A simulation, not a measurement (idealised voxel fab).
process module | voxel released beams
cross-section cut | 205 nm wide | cells 5 nm
A cross-section is a grid of square cells, given in bands from the top down. A band is one or more rows of cells.
Each band's line starts with the height of the band's top and of its bottom, in nm. Then come its materials from left to right, each with its width in nm. One material with "throughout" fills the band from edge to edge. "air" is empty space.
Height 0 is the level under which the wafer as received is all one material. The lowest band goes on downwards, as in "0 down".
A width such as "30 to 40" changes by the same amount from each row of cells to the next, from the band's top row to its bottom row.
"no change" after a step means that no cell of the cross-section changed.
closed voids: empty space of 8 cells or more with no open way to the top, each as width x height at its distance from the left edge, in nm
after a step's settings: what the simulator itself notes on the step
overlay nm, on a step with a mask: how far to the right of its planned place the mask lay; to the left if negative
plan
1 op RECEIVE | material Si
2 op CONFORMAL_DEP | material SiN | thk nm 5
3 op DIRECTIONAL_DEP | material SiO2 | thk nm 20
4 op MASKED_ETCH | tone open | mask id ANCHOR | width nm 45 | etch materials SiO2 | depth nm 20 | overlay nm 0
5 op CONFORMAL_DEP | material W | thk nm 15
6 op DIRECTIONAL_DEP | material aC | thk nm 15
7 op PATTERN | tone cover | mask id BEAM | material resist | width nm 120 | thk nm 35 | overlay nm 0
8 op DIRECTIONAL_ETCH | etch materials aC | depth nm 15
9 op STRIP | etch materials resist
10 op DIRECTIONAL_ETCH | etch materials W | depth nm 15
11 op STRIP | etch materials aC
12 op STRIP | etch materials SiO2
first wafer, as planned
as received, after step 1
  0 down: Si throughout
  closed voids: none
after step 2
  5 to 0: SiN throughout
  below 0: unchanged
after step 3
  25 to 5: SiO2 throughout
  below 5: unchanged
after step 4
  25 to 5: SiO2 45 | air 45 | SiO2 115
  below 5: unchanged
after step 5
  40 to 25: W 60 | air 15 | W 130
  25 to 20: SiO2 45 | W 15 | air 15 | W 15 | SiO2 115
  20 to 5: SiO2 45 | W 45 | SiO2 115
  below 5: unchanged
after step 6
  55 to 40: aC 60 | air 15 | aC 130
  40 to 35: W 60 | air 15 | W 130
  35 to 25: W 60 | aC 15 | W 130
  25 to 20: SiO2 45 | W 15 | aC 15 | W 15 | SiO2 115
  below 20: unchanged
after step 7
  90 to 55: air 40 | resist 120 | air 45
  55 to 40: aC 60 | resist 15 | aC 130
  40 to 35: W 60 | resist 15 | W 130
  below 35: unchanged
after step 8
  75 to 55: air 40 | resist 120 | air 45
  55 to 40: air 40 | aC 20 | resist 15 | aC 85 | air 45
  below 40: unchanged
after step 9
  55 to 40: air 40 | aC 20 | air 15 | aC 85 | air 45
  40 to 35: W 60 | air 15 | W 130
  below 35: unchanged
after step 10
  55 to 40: air 40 | aC 20 | air 15 | aC 85 | air 45
  40 to 35: air 40 | W 20 | air 15 | W 85 | air 45
  35 to 25: air 40 | W 20 | aC 15 | W 85 | air 45
  below 25: unchanged
after step 11
  40 to 25: air 40 | W 20 | air 15 | W 85 | air 45
  25 to 20: SiO2 45 | W 15 | air 15 | W 15 | SiO2 115
  below 20: unchanged
after step 12
  40 to 25: air 40 | W 20 | air 15 | W 85 | air 45
  25 to 20: air 45 | W 15 | air 15 | W 15 | air 115
  20 to 5: air 45 | W 45 | air 115
  below 5: unchanged
second wafer: like start, like plan, one mistake. Through step 3 it matches the first wafer
when step 4 should have ended
  25 to 5: air 45 | SiO2 45 | air 115
  below 5: unchanged
when step 5 should have ended
  40 to 25: air 30 | W 75 | air 100
  25 to 20: air 30 | W 15 | SiO2 45 | W 15 | air 100
  20 to 5: W 45 | SiO2 45 | W 115
  below 5: unchanged
when step 6 should have ended
  55 to 40: air 30 | aC 75 | air 100
  40 to 35: air 30 | W 75 | air 100
  35 to 25: aC 30 | W 75 | aC 100
  25 to 20: aC 30 | W 15 | SiO2 45 | W 15 | aC 100
  below 20: unchanged
when step 7 should have ended
  90 to 55: air 40 | resist 120 | air 45
  55 to 40: air 30 | aC 75 | resist 55 | air 45
  40 to 35: air 30 | W 75 | resist 55 | air 45
  below 35: unchanged
when step 8 should have ended
  75 to 55: air 40 | resist 120 | air 45
  55 to 40: air 40 | aC 65 | resist 55 | air 45
  40 to 35: air 30 | W 75 | resist 55 | air 45
  35 to 25: air 30 | W 75 | aC 55 | air 45
  25 to 20: air 30 | W 15 | SiO2 45 | W 15 | aC 55 | air 45
  below 20: unchanged
when step 9 should have ended
  55 to 40: air 40 | aC 65 | air 100
  40 to 35: air 30 | W 75 | air 100
  below 35: unchanged
when step 10 should have ended
  55 to 40: air 40 | aC 65 | air 100
  40 to 35: air 40 | W 65 | air 100
  35 to 25: air 40 | W 65 | aC 55 | air 45
  25 to 20: air 30 | W 15 | SiO2 45 | W 15 | aC 55 | air 45
  20 to 5: air 30 | W 15 | SiO2 45 | W 70 | air 45
  below 5: unchanged
when step 11 should have ended
  40 to 25: air 40 | W 65 | air 100
  25 to 20: air 30 | W 15 | SiO2 45 | W 15 | air 100
  below 20: unchanged
when step 12 should have ended: no change
what went wrong: step 4 ran as: op MASKED_ETCH | tone cover | mask id ANCHOR | width nm 45 | etch materials SiO2 | depth nm 20 | overlay nm 0
at the end the second wafer has, in cells: 36 more of SiO2
